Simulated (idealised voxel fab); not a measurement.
The process module that follows is named voxel double patterning.
Each square cell in cross-section cut measures 5 nm, and the section as a whole is 260 nm wide.
Cross-section spec: square-cell grid; bands listed top down; each band is one or more rows.
Per band: top height and bottom height in nm, followed by the left-to-right materials and their widths in nm; "edge to edge" marks a single material spanning edge to edge, "blank" marks empty space.
It should be noted that heights are counted from 0, beneath which the wafer as supplied is of one material throughout, and that the lowest band possesses no lower boundary but continues downward, as written in "0..down".
You'd read "30..40" like this: the band's top row of cells is as wide as the first number, its bottom row is as wide as the second, and going down, every row changes width by the same amount as the row before did.
Take "nothing changed" at face value: in the step it is given for, the cross-section changed in none of its cells.
Listed in "Listed closed voids": every empty space of 8 or more cells without an open way to the top. Form: width x height at distance, the distance being from the left edge, all in nm.
That trailing text on a step's line, after the settings, is the simulator's own remark on the step.
overlay nm: mask offset rightward from planned place, masked step; negative means leftward offset.
**Process steps - plan**
- 1: RECEIVE (material Si)
- 2: CONFORMAL_DEP (material SiO2; thk nm 5)
- 3: DIRECTIONAL_DEP (material TiN; thk nm 15)
- 4: DIRECTIONAL_DEP (material SiCN; thk nm 10)
- 5: MASKED_ETCH (tone open; mask id FIRST; width nm 15; pitch nm 50; etch materials SiCN; depth nm 10; overlay nm 0)
- 6: MASKED_ETCH (tone open; mask id SECOND; width nm 15; pitch nm 50; etch materials SiCN; depth nm 10; overlay nm 0)
- 7: DIRECTIONAL_ETCH (etch materials TiN; depth nm 15)
- 8: STRIP (etch materials SiCN)
**The cross-section here shows the wafer as received, i.e. in its state after step 1**
0..down = Si edge to edge
Listed closed voids: none
**What the wafer looks like in cross-section after this module, when it starts as shown above and follows the plan above but one mistake is made in running it**
15..0 = 70 nm TiN  15 nm blank  10 nm TiN  15 nm blank  10 nm TiN  15 nm blank  10 nm TiN  15 nm blank  10 nm TiN  15 nm blank  75 nm TiN
0..down = Si edge to edge
Listed closed voids: none
Heads up, the wafer didn't run the way we planned it: plan step 2: skipped, not run
